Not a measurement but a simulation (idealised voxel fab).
Process module in this document: voxel air gaps
In the cross-section labelled cut, the width is 215 nm and each square cell is 5 nm.
Cross-section, as written here: a square-cell grid given band by band from the top down, where a band holds one or more rows of cells. Quick guide to a band line: top height, bottom height (nm) up front; then every material left to right with its width in nm. Only one material and it's marked "everywhere"? Then it fills the band edge to edge. And "air" just means empty space. Height is counted from the level 0, under which the received wafer is composed throughout of one material. The lowest of the bands is not closed at the bottom but continues downward, in the notation "0 nm and below". A width given as "30 to 40" starts at the first number in the band's top row and ends at the second number in its bottom row, shifting by an equal amount at every step from row to row. "nothing different" after a step means that no cell of the cross-section changed. In the "Closed empty spaces" entry, you get each enclosed empty space of 8 cells or more, one with no open way to the top, written width x height at distance, distance from the left edge, in nm. Note: text after step settings on the step line = simulator remark on that step. "overlay nm" answers the question of how far to the right of plan the mask lay on a step that has a mask, and when it is negative the answer is to the left.
**The process steps that were planned are listed below**
| 1 | RECEIVE [material Si] |
| 2 | CONFORMAL_DEP [material SiO2] [thk nm 15] |
| 3 | CONFORMAL_DEP [material SiCN] [thk nm 5] |
| 4 | DIRECTIONAL_DEP [material SiO2] [thk nm 30] |
| 5 | PATTERN [tone open] [mask id LINES] [material resist] [width nm 15] [pitch nm 45] [thk nm 20] [overlay nm 0] |
| 6 | DIRECTIONAL_ETCH [etch materials SiO2] [depth nm 30] |
| 7 | STRIP [etch materials resist] |
| 8 | CONFORMAL_DEP [material TiN] [thk nm 5] |
| 9 | FILL_DEP [material W] [thk nm 5] |
| 10 | CMP [height nm 50] |
| 11 | EPI [material Ru] [thk nm 10] |
| 12 | SELECTIVE_ETCH [etch materials SiO2] [depth nm 40] |
| 13 | CONFORMAL_DEP [material SiCN] [thk nm 5] |
**First wafer out of two, processed as planned**
**This is the cross-section of the wafer as we received it, i.e. after step 1**
    0 nm and below: Si everywhere
    Closed empty spaces: none
**Cross-section of the wafer after step 2**
    15 nm to 0 nm: SiO2 everywhere
    Below a height of 0, the structure has not been altered.
**Cross-section of the wafer after step 3**
    20 nm to 15 nm: SiCN everywhere
    Below a height of 15, the structure has not been altered.
**Cross-section of the wafer after step 4**
    50 nm to 20 nm: SiO2 everywhere
    Below a height of 20, the structure has not been altered.
**Cross-section of the wafer after step 5**
    70 nm to 50 nm: resist 30, air 15, resist 30, air 15, resist 30, air 15, resist 30, air 15, resist 35
    Below a height of 50, the structure has not been altered.
**Cross-section of the wafer after step 6**
    70 nm to 50 nm: resist 30, air 15, resist 30, air 15, resist 30, air 15, resist 30, air 15, resist 35
    50 nm to 20 nm: SiO2 30, air 15, SiO2 30, air 15, SiO2 30, air 15, SiO2 30, air 15, SiO2 35
    Below a height of 20, the structure has not been altered.
**Cross-section of the wafer after step 7**
    50 nm to 20 nm: SiO2 30, air 15, SiO2 30, air 15, SiO2 30, air 15, SiO2 30, air 15, SiO2 35
    Below a height of 20, the structure has not been altered.
**Cross-section of the wafer after step 8**
    55 nm to 50 nm: TiN 35, air 5, TiN 40, air 5, TiN 40, air 5, TiN 40, air 5, TiN 40
    50 nm to 25 nm: SiO2 30, TiN 5, air 5, TiN 5, SiO2 30, TiN 5, air 5, TiN 5, SiO2 30, TiN 5, air 5, TiN 5, SiO2 30, TiN 5, air 5, TiN 5, SiO2 35
    25 nm to 20 nm: SiO2 30, TiN 15, SiO2 30, TiN 15, SiO2 30, TiN 15, SiO2 30, TiN 15, SiO2 35
    Below a height of 20, the structure has not been altered.
**Cross-section of the wafer after step 9**
    60 nm to 55 nm: W everywhere
    55 nm to 50 nm: TiN 35, W 5, TiN 40, W 5, TiN 40, W 5, TiN 40, W 5, TiN 40
    50 nm to 25 nm: SiO2 30, TiN 5, W 5, TiN 5, SiO2 30, TiN 5, W 5, TiN 5, SiO2 30, TiN 5, W 5, TiN 5, SiO2 30, TiN 5, W 5, TiN 5, SiO2 35
    Below a height of 25, the structure has not been altered.
**Cross-section of the wafer after step 10**
    50 nm to 25 nm: SiO2 30, TiN 5, W 5, TiN 5, SiO2 30, TiN 5, W 5, TiN 5, SiO2 30, TiN 5, W 5, TiN 5, SiO2 30, TiN 5, W 5, TiN 5, SiO2 35
    Below a height of 25, the structure has not been altered.
**Cross-section of the wafer after step 11**
    60 nm to 50 nm: air 20, Ru 35, air 10, Ru 35, air 10, Ru 35, air 10, Ru 35, air 25
    Below a height of 50, the structure has not been altered.
**Cross-section of the wafer after step 12**
    60 nm to 50 nm: air 20, Ru 35, air 10, Ru 35, air 10, Ru 35, air 10, Ru 35, air 25
    50 nm to 25 nm: air 30, TiN 5, W 5, TiN 5, air 30, TiN 5, W 5, TiN 5, air 30, TiN 5, W 5, TiN 5, air 30, TiN 5, W 5, TiN 5, air 35
    25 nm to 20 nm: air 30, TiN 15, air 30, TiN 15, air 30, TiN 15, air 30, TiN 15, air 35
    Below a height of 20, the structure has not been altered.
**Cross-section of the wafer after step 13**
    65 nm to 60 nm: air 15, SiCN 180, air 20
    60 nm to 50 nm: air 15, SiCN 5, Ru 35, SiCN 10, Ru 35, SiCN 10, Ru 35, SiCN 10, Ru 35, SiCN 5, air 20
    50 nm to 45 nm: air 15, SiCN 15, TiN 5, W 5, TiN 5, SiCN 30, TiN 5, W 5, TiN 5, SiCN 30, TiN 5, W 5, TiN 5, SiCN 30, TiN 5, W 5, TiN 5, SiCN 15, air 20
    45 nm to 25 nm: air 25, SiCN 5, TiN 5, W 5, TiN 5, SiCN 5, air 20, SiCN 5, TiN 5, W 5, TiN 5, SiCN 5, air 20, SiCN 5, TiN 5, W 5, TiN 5, SiCN 5, air 20, SiCN 5, TiN 5, W 5, TiN 5, SiCN 5, air 30
    25 nm to 20 nm: SiCN 30, TiN 15, SiCN 30, TiN 15, SiCN 30, TiN 15, SiCN 30, TiN 15, SiCN 35
    Below a height of 20, the structure has not been altered.
    Closed empty spaces: 20 x 20 at 50; 20 x 20 at 95; 20 x 20 at 140
**The second wafer: identical to the first at the outset and in its planned sequence, differing only in that one mistake was made during processing; up to and including step 10, its path is the first wafer's path**
**Cross-section of the second wafer at the time step 11 of the plan should have ended**
    50 nm to 25 nm: air 30, TiN 5, W 5, TiN 5, air 30, TiN 5, W 5, TiN 5, air 30, TiN 5, W 5, TiN 5, air 30, TiN 5, W 5, TiN 5, air 35
    25 nm to 20 nm: air 30, TiN 15, air 30, TiN 15, air 30, TiN 15, air 30, TiN 15, air 35
    Below a height of 20, the structure has not been altered.
**Cross-section of the second wafer at the time step 12 of the plan should have ended**
    60 nm to 50 nm: air 20, Ru 35, air 10, Ru 35, air 10, Ru 35, air 10, Ru 35, air 25
    50 nm to 25 nm: air 20, Ru 10, TiN 5, W 5, TiN 5, Ru 10, air 10, Ru 10, TiN 5, W 5, TiN 5, Ru 10, air 10, Ru 10, TiN 5, W 5, TiN 5, Ru 10, air 10, Ru 10, TiN 5, W 5, TiN 5, Ru 10, air 25
    25 nm to 20 nm: air 20, Ru 10, TiN 15, Ru 10, air 10, Ru 10, TiN 15, Ru 10, air 10, Ru 10, TiN 15, Ru 10, air 10, Ru 10, TiN 15, Ru 10, air 25
    Below a height of 20, the structure has not been altered.
**Cross-section of the second wafer at the time step 13 of the plan should have ended**
    65 nm to 60 nm: air 15, SiCN 180, air 20
    60 nm to 50 nm: air 15, SiCN 5, Ru 35, SiCN 10, Ru 35, SiCN 10, Ru 35, SiCN 10, Ru 35, SiCN 5, air 20
    50 nm to 25 nm: air 15, SiCN 5, Ru 10, TiN 5, W 5, TiN 5, Ru 10, SiCN 10, Ru 10, TiN 5, W 5, TiN 5, Ru 10, SiCN 10, Ru 10, TiN 5, W 5, TiN 5, Ru 10, SiCN 10, Ru 10, TiN 5, W 5, TiN 5, Ru 10, SiCN 5, air 20
    25 nm to 20 nm: SiCN 20, Ru 10, TiN 15, Ru 10, SiCN 10, Ru 10, TiN 15, Ru 10, SiCN 10, Ru 10, TiN 15, Ru 10, SiCN 10, Ru 10, TiN 15, Ru 10, SiCN 25
    Below a height of 20, the structure has not been altered.
Deviation from plan: steps 11 and 12 were swapped
Wrapping up, a cell-based count of both wafers puts the second over or under the first for these materials: 96 more of Ru | 32 fewer of SiCN
So at the end we're looking at 3 closed voids on the first wafer and 0 on the second.
